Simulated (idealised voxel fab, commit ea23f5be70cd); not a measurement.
The process module that follows is named voxel air gaps.
The figure presents cross-section cut, which has a width of 215 nm and is divided into square cells with an edge length of 5 nm.
A cross-section is written here as square cells arranged in a grid, and it is given in bands from the top down, each band taking up one or more rows of cells.
The entry gives the band's vertical extent as a top height and a bottom height in nm, then its horizontal make-up as materials from left to right, each with a width in nm. "blank" stands for empty space; a single material marked "everywhere" fills the band edge to edge.
Beneath 0, the wafer as received is one material, and that level is where height counting begins. The lowest band goes on downward without a bottom; it is written like "0..down".
Width spec "30..40" -> top row of cells at first value, bottom row at second value, equal per-row change in between.
"nothing different", as given for a step, is the statement that not any cell of the cross-section underwent a change during that step.
Basically, "Fully closed voids" tells you about the enclosed voids: empty spaces with no open way to the top, 8 cells or bigger, each written width x height at distance, where distance is from the left edge, all in nm.
If you see something after the settings on a step's line, that's the simulator's own remark about that step.
overlay nm: step with mask; distance mask lay right of planned place; negative value = left of planned place.
# The process steps that were planned are listed below
1. RECEIVE | material Si
2. CONFORMAL_DEP | material SiO2 | thk nm 10
3. CONFORMAL_DEP | material SiN | thk nm 5
4. DIRECTIONAL_DEP | material SiO2 | thk nm 40
5. DIRECTIONAL_DEP | material aC | thk nm 10
6. PATTERN | tone open | mask id LINES | material resist | width nm 20 | pitch nm 45 | thk nm 25 | overlay nm 0
7. DIRECTIONAL_ETCH | etch materials aC | depth nm 10
8. STRIP | etch materials resist
9. DIRECTIONAL_ETCH | etch materials SiO2 | depth nm 40
10. STRIP | etch materials aC
11. CONFORMAL_DEP | material TiN | thk nm 5
12. FILL_DEP | material Ru | thk nm 5
13. CMP | height nm 55
14. EPI | material Ru | thk nm 10
15. SELECTIVE_ETCH | etch materials SiO2 | depth nm 50
16. CONFORMAL_DEP | material SiN | thk nm 5
Be aware that, although all wafers share a common starting state, the thk nm at step 3 differs among them, and the plan displays the first wafer's value.
# First of several wafers, received after step 1, in cross-section
	0..down: Si everywhere
	Fully closed voids: none
# Depicted here is the first of several wafers in cross-section, at module completion following the last step, step 16
	70..65: blank=15; SiN=185; blank=15
	65..55: blank=15; SiN=5; Ru=40; SiN=5; Ru=40; SiN=5; Ru=40; SiN=5; Ru=40; SiN=5; blank=15
	55..50: blank=15; SiN=15; TiN=5; Ru=10; TiN=5; SiN=25; TiN=5; Ru=10; TiN=5; SiN=25; TiN=5; Ru=10; TiN=5; SiN=25; TiN=5; Ru=10; TiN=5; SiN=15; blank=15
	50..20: blank=25; SiN=5; TiN=5; Ru=10; TiN=5; SiN=5; blank=15; SiN=5; TiN=5; Ru=10; TiN=5; SiN=5; blank=15; SiN=5; TiN=5; Ru=10; TiN=5; SiN=5; blank=15; SiN=5; TiN=5; Ru=10; TiN=5; SiN=5; blank=25
	20..15: SiN=30; TiN=20; SiN=25; TiN=20; SiN=25; TiN=20; SiN=25; TiN=20; SiN=30
	15..10: SiN everywhere
	10..0: SiO2 everywhere
	0..down: Si everywhere
	Fully closed voids: 15 x 30 at 55; 15 x 30 at 100; 15 x 30 at 145
# Module end, final wafer: cross-section
	70..65: blank=15; SiN=185; blank=15
	65..55: blank=15; SiN=5; Ru=40; SiN=5; Ru=40; SiN=5; Ru=40; SiN=5; Ru=40; SiN=5; blank=15
	55..50: blank=15; SiN=15; TiN=5; Ru=10; TiN=5; SiN=25; TiN=5; Ru=10; TiN=5; SiN=25; TiN=5; Ru=10; TiN=5; SiN=25; TiN=5; Ru=10; TiN=5; SiN=15; blank=15
	50..35: blank=25; SiN=5; TiN=5; Ru=10; TiN=5; SiN=5; blank=15; SiN=5; TiN=5; Ru=10; TiN=5; SiN=5; blank=15; SiN=5; TiN=5; Ru=10; TiN=5; SiN=5; blank=15; SiN=5; TiN=5; Ru=10; TiN=5; SiN=5; blank=25
	35..30: SiN=30; TiN=20; SiN=25; TiN=20; SiN=25; TiN=20; SiN=25; TiN=20; SiN=30
	30..10: SiN everywhere
	10..0: SiO2 everywhere
	0..down: Si everywhere
	Fully closed voids: 15 x 15 at 55; 15 x 15 at 100; 15 x 15 at 145
# Quick key for the table: a row per wafer, taken at the end of the module. For each material it tells you how many cells the wafer gained (+) or lost (-) since it came in, and the closed voids come after
thk nm 5, +120 Ru, +186 SiN, +86 SiO2, +72 TiN, Fully closed voids: 15 x 30 at 55; 15 x 30 at 100; 15 x 30 at 145
thk nm 10, +112 Ru, +221 SiN, +86 SiO2, +64 TiN, Fully closed voids: 15 x 25 at 55; 15 x 25 at 100; 15 x 25 at 145
thk nm 15, +104 Ru, +256 SiN, +86 SiO2, +56 TiN, Fully closed voids: 15 x 20 at 55; 15 x 20 at 100; 15 x 20 at 145
thk nm 20, +96 Ru, +291 SiN, +86 SiO2, +48 TiN, Fully closed voids: 15 x 15 at 55; 15 x 15 at 100; 15 x 15 at 145
